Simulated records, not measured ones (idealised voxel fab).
process module | voxel transistor to metal
cross-section cut | 180 nm wide | cells 5 nm
A cross-section is a grid of square cells, given in bands from the top down. A band is one or more rows of cells.
Each band's line starts with the height of the band's top and of its bottom, in nm. Then come its materials from left to right, each with its width in nm. One material with "throughout" fills the band from edge to edge. "air" is empty space.
Height 0 is the level under which the wafer as received is all one material. The lowest band goes on downwards, as in "0 down".
A width such as "30 to 40" changes by the same amount from each row of cells to the next, from the band's top row to its bottom row.
"no change" after a step means that no cell of the cross-section changed.
closed voids: empty space of 8 cells or more with no open way to the top, each as width x height at its distance from the left edge, in nm
after a step's settings: what the simulator itself notes on the step
overlay nm, on a step with a mask: how far to the right of its planned place the mask lay; to the left if negative
plan
1 op RECEIVE | material Si
2 op OXIDIZE | depth nm 5
3 op CONFORMAL_DEP | material SiN | thk nm 15
4 op DIRECTIONAL_DEP | material aC | thk nm 15
5 op PATTERN | tone cover | mask id ACTIVE | material resist | width nm 95 | thk nm 35 | overlay nm 0
6 op DIRECTIONAL_ETCH | etch materials aC | depth nm 15
7 op STRIP | etch materials resist
8 op DIRECTIONAL_ETCH | etch materials SiN | depth nm 15
9 op DIRECTIONAL_ETCH | etch materials SiO2 | depth nm 5
10 op DIRECTIONAL_ETCH | etch materials Si | depth nm 20
11 op STRIP | etch materials aC
12 op OXIDIZE | depth nm 5
13 op FILL_DEP | material SiO2 | thk nm 15
14 op CMP | height nm 15
15 op SELECTIVE_ETCH | etch materials SiO2 | depth nm 5
16 op STRIP | etch materials SiN
17 op SELECTIVE_ETCH | etch materials SiO2 | depth nm 5
18 op OXIDIZE | depth nm 5
19 op DIRECTIONAL_DEP | material polySi | thk nm 20
20 op DIRECTIONAL_DEP | material SiCN | thk nm 15
21 op DIRECTIONAL_DEP | material aC | thk nm 10
22 op PATTERN | tone cover | mask id GATE | material resist | width nm 15 | thk nm 30 | overlay nm 0
23 op DIRECTIONAL_ETCH | etch materials aC | depth nm 10
24 op STRIP | etch materials resist
25 op DIRECTIONAL_ETCH | etch materials SiCN | depth nm 25
26 op DIRECTIONAL_ETCH | etch materials polySi | depth nm 30
27 op STRIP | etch materials aC
28 op CONFORMAL_DEP | material SiO2 | thk nm 5
29 op DIRECTIONAL_ETCH | etch materials SiO2 | depth nm 5
30 op CONFORMAL_DEP | material SiN | thk nm 5
31 op DIRECTIONAL_ETCH | etch materials SiN | depth nm 5
32 op DIRECTIONAL_ETCH | etch materials SiO2 | depth nm 5
33 op DIRECTIONAL_ETCH | etch materials Si | depth nm 10
34 op EPI | material SiGe | thk nm 10
35 op FILL_DEP | material SiO2 | thk nm 10
36 op CMP | height nm 30
37 op DIRECTIONAL_DEP | material SiO2 | thk nm 10
38 op DIRECTIONAL_DEP | material aC | thk nm 10
39 op PATTERN | tone open | mask id CONTACT | material resist | width nm 30 | pitch nm 55 | thk nm 25 | overlay nm 0
40 op DIRECTIONAL_ETCH | etch materials aC | depth nm 10
41 op STRIP | etch materials resist
42 op DIRECTIONAL_ETCH | etch materials SiO2 | depth nm 50
43 op STRIP | etch materials aC
44 op CONFORMAL_DEP | material TiN | thk nm 5
45 op FILL_DEP | material Ru | thk nm 10
46 op CMP | height nm 40
47 op CONFORMAL_DEP | material SiN | thk nm 5
48 op DIRECTIONAL_DEP | material lowk | thk nm 20
49 op PATTERN | tone open | mask id METAL_1 | material resist | width nm 15 | pitch nm 70 | thk nm 20 | overlay nm 0
50 op DIRECTIONAL_ETCH | etch materials lowk | depth nm 20
51 op DIRECTIONAL_ETCH | etch materials SiN | depth nm 5
52 op STRIP | etch materials resist
53 op CONFORMAL_DEP | material TiN | thk nm 5
54 op FILL_DEP | material Ru | thk nm 5
55 op CMP | height nm 65
56 op EPI | material Ru | thk nm 5
57 op FILL_DEP | material SiCN | thk nm 5
58 op DIRECTIONAL_DEP | material lowk | thk nm 30
59 op DIRECTIONAL_DEP | material aC | thk nm 15
60 op PATTERN | tone open | mask id METAL_2 | material resist | width nm 15 | pitch nm 70 | thk nm 35 | overlay nm 0
61 op DIRECTIONAL_ETCH | etch materials aC | depth nm 15
62 op STRIP | etch materials resist
63 op DIRECTIONAL_ETCH | etch materials lowk | depth nm 15
64 op STRIP | etch materials aC
65 op DIRECTIONAL_DEP | material aC | thk nm 10
66 op PATTERN | tone open | mask id METAL_2_HOLES | material resist | width nm 15 | pitch nm 70 | thk nm 30 | overlay nm 0
67 op DIRECTIONAL_ETCH | etch materials aC | depth nm 10
68 op STRIP | etch materials resist
69 op DIRECTIONAL_ETCH | etch materials lowk | depth nm 15
70 op DIRECTIONAL_ETCH | etch materials SiCN | depth nm 5
71 op STRIP | etch materials aC
72 op CONFORMAL_DEP | material TiN | thk nm 5
73 op FILL_DEP | material Cu | thk nm 5
74 op CMP | height nm 105
75 op CONFORMAL_DEP | material SiCN | thk nm 5
as received, after step 1
  0 down: Si throughout
  closed voids: none
a wafer at the end: this start, this plan, one mistake
  110 to 105: SiCN throughout
  105 to 75: lowk 45 | TiN 5 | Cu 5 | TiN 5 | lowk 55 | TiN 5 | Cu 5 | TiN 5 | lowk 50
  75 to 70: SiCN 45 | TiN 15 | SiCN 55 | TiN 15 | SiCN 50
  70 to 65: SiCN 40 | Ru 25 | SiCN 45 | Ru 25 | SiCN 45
  65 to 45: lowk 45 | TiN 5 | Ru 5 | TiN 5 | lowk 55 | TiN 5 | Ru 5 | TiN 5 | lowk 50
  45 to 40: SiN 45 | TiN 15 | SiN 55 | TiN 15 | SiN 50
  40 to 30: SiO2 45 | TiN 5 | Ru 20 to 15 | TiN 5 to 10 | SiO2 25 | TiN 5 to 10 | Ru 20 to 15 | TiN 5 | SiO2 50
  30 to 15: SiO2 45 | TiN 5 | Ru 15 | TiN 5 | SiN 5 | SiO2 5 | SiCN 15 | SiO2 5 | SiN 5 | TiN 5 | Ru 15 | TiN 5 | SiO2 50
  15 to 5: SiO2 45 | TiN 5 | Ru 15 | TiN 5 | SiN 5 | SiO2 5 | polySi 15 | SiO2 5 | SiN 5 | TiN 5 | Ru 15 to 10 | TiN 5 to 10 | SiO2 50
  5 to 0: SiO2 35 | SiN 5 | SiO2 5 | TiN 5 | Ru 5 | TiN 15 | SiN 5 | SiO2 5 | polySi 15 | SiO2 5 | SiN 5 | TiN 20 | SiN 5 | SiO2 50
  0 to -5: SiO2 35 | SiN 5 | SiO2 5 | TiN 5 | Ru 5 | TiN 5 | SiGe 10 | SiN 5 | SiO2 5 | polySi 15 | SiO2 5 | SiN 5 | SiGe 10 | TiN 10 | SiN 5 | SiO2 50
  -5 to -10: SiO2 45 | TiN 15 | SiGe 10 | SiO2 35 | SiGe 10 | TiN 10 | SiO2 55
  -10 to -20: SiO2 40 | SiGe 30 | Si 35 | SiGe 20 | SiO2 55
  -20 to -30: SiO2 40 | Si 85 | SiO2 55
  -30 down: Si throughout
  closed voids: none
what went wrong: step 5 ran as: op PATTERN | tone cover | mask id ACTIVE | material resist | width nm 95 | thk nm 35 | overlay nm -5
